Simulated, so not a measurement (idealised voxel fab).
Presented below is a process module, voxel fin reveal.
Pictured: cross-section cut, 250 nm wide, on a grid of 5 nm square cells.
Notation: cross-section as square-cell grid; stated in bands, top first, going down; one or more cell rows per band. Heights first: top, then bottom, in nm. Then materials, left to right, each with a width in nm. "full width" on a single material: fills the band edge to edge. "air": empty space. For the purposes of this specification, 0 denotes the height below which the wafer in its as-received condition is composed wholly of one material, and the lowermost band, lacking a lower limit, extends downward without end, as expressed in "0..down". Per-row width for "30 to 40": begins at first number (top row of band), ends at second number (bottom row), increment between rows held constant. The designation "nothing different", where it is given for a processing step, indicates that no cell of the cross-section was altered in the course of that step. Reported under the label "Trapped void list" are the empty spaces having no open way to the top and comprising 8 cells or more; the notation for each is width x height at distance, in which the distance is measured from the left edge and all three values are in nm. Post-settings text on a step line: simulator's own remark regarding the step. Regarding "overlay nm": on a step with a mask, it is the distance the mask lay to the right of its planned place; a negative value places it to the left.
# Process steps foreseen in the plan
step 1: RECEIVE, material Si
step 2: CONFORMAL_DEP, material SiN, thk nm 5
step 3: DIRECTIONAL_DEP, material aC, thk nm 15
step 4: PATTERN, tone cover, mask id FINS, material resist, width nm 15, pitch nm 35, thk nm 30, overlay nm 0
step 5: DIRECTIONAL_ETCH, etch materials aC, depth nm 15
step 6: STRIP, etch materials resist
step 7: DIRECTIONAL_ETCH, etch materials SiN, depth nm 5
step 8: DIRECTIONAL_ETCH, etch materials Si, depth nm 35
step 9: STRIP, etch materials aC
step 10: OXIDIZE, depth nm 5
step 11: FILL_DEP, material SiO2, thk nm 5
step 12: CMP, height nm 5
step 13: SELECTIVE_ETCH, etch materials SiO2, depth nm 20
step 14: STRIP, etch materials SiN
step 15: CONFORMAL_DEP, material SiO2, thk nm 5
# Cross-section of the wafer as it came to us, i.e., already through step 1
> 0..down = Si full width
> Trapped void list: none
# As-planned run: cross-section of the first of two wafers at end of module
> 5..0 = 100 air  15 SiO2  20 air  15 SiO2  100 air
> 0..-10 = 100 air  5 SiO2  5 Si  5 SiO2  20 air  5 SiO2  5 Si  5 SiO2  100 air
> -10..-40 = 105 SiO2  5 Si  30 SiO2  5 Si  105 SiO2
> -40..down = Si full width
> Trapped void list: none
# So this is wafer number two of the two, cut at the end of the module - it started where the first did and had the same plan, we just got one thing wrong running it
> 0..-15 = 105 air  5 Si  30 air  5 Si  105 air
> -15..-40 = 105 SiO2  5 Si  30 SiO2  5 Si  105 SiO2
> -40..down = Si full width
> Trapped void list: none
Finding, execution versus plan: step 15 of the plan was jumped over and never run
Heads up, by the end the second wafer has more or fewer cells of some materials compared to the first: 62 fewer of SiO2
